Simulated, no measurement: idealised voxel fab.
process module | voxel tone inversion
cross-section cut | 290 nm wide | cells 5 nm
A cross-section is a grid of square cells, given in bands from the top down. A band is one or more rows of cells.
Each band's line starts with the height of the band's top and of its bottom, in nm. Then come its materials from left to right, each with its width in nm. One material with "throughout" fills the band from edge to edge. "air" is empty space.
Height 0 is the level under which the wafer as received is all one material. The lowest band goes on downwards, as in "0 down".
A width such as "30 to 40" changes by the same amount from each row of cells to the next, from the band's top row to its bottom row.
"no change" after a step means that no cell of the cross-section changed.
closed voids: empty space of 8 cells or more with no open way to the top, each as width x height at its distance from the left edge, in nm
after a step's settings: what the simulator itself notes on the step
overlay nm, on a step with a mask: how far to the right of its planned place the mask lay; to the left if negative
plan
1 op RECEIVE | material Si
2 op CONFORMAL_DEP | material SiCN | thk nm 10
3 op DIRECTIONAL_DEP | material polySi | thk nm 15
4 op PATTERN | tone cover | mask id POSTS | material resist | width nm 25 | pitch nm 45 | thk nm 25 | overlay nm 0
5 op DIRECTIONAL_ETCH | etch materials polySi | depth nm 15
6 op STRIP | etch materials resist
7 op FILL_DEP | material lowk | thk nm 5
8 op CMP | height nm 25
9 op STRIP | etch materials polySi
as received, after step 1
  0 down: Si throughout
  closed voids: none
a wafer at the end: this start, this plan, one mistake
  25 to 10: air 65 | lowk 25 | air 20 | lowk 25 | air 20 | lowk 25 | air 20 | lowk 25 | air 65
  10 to 0: SiCN throughout
  0 down: Si throughout
  closed voids: none
what went wrong: step 4 ran as: op PATTERN | tone open | mask id POSTS | material resist | width nm 25 | pitch nm 45 | thk nm 25 | overlay nm 0
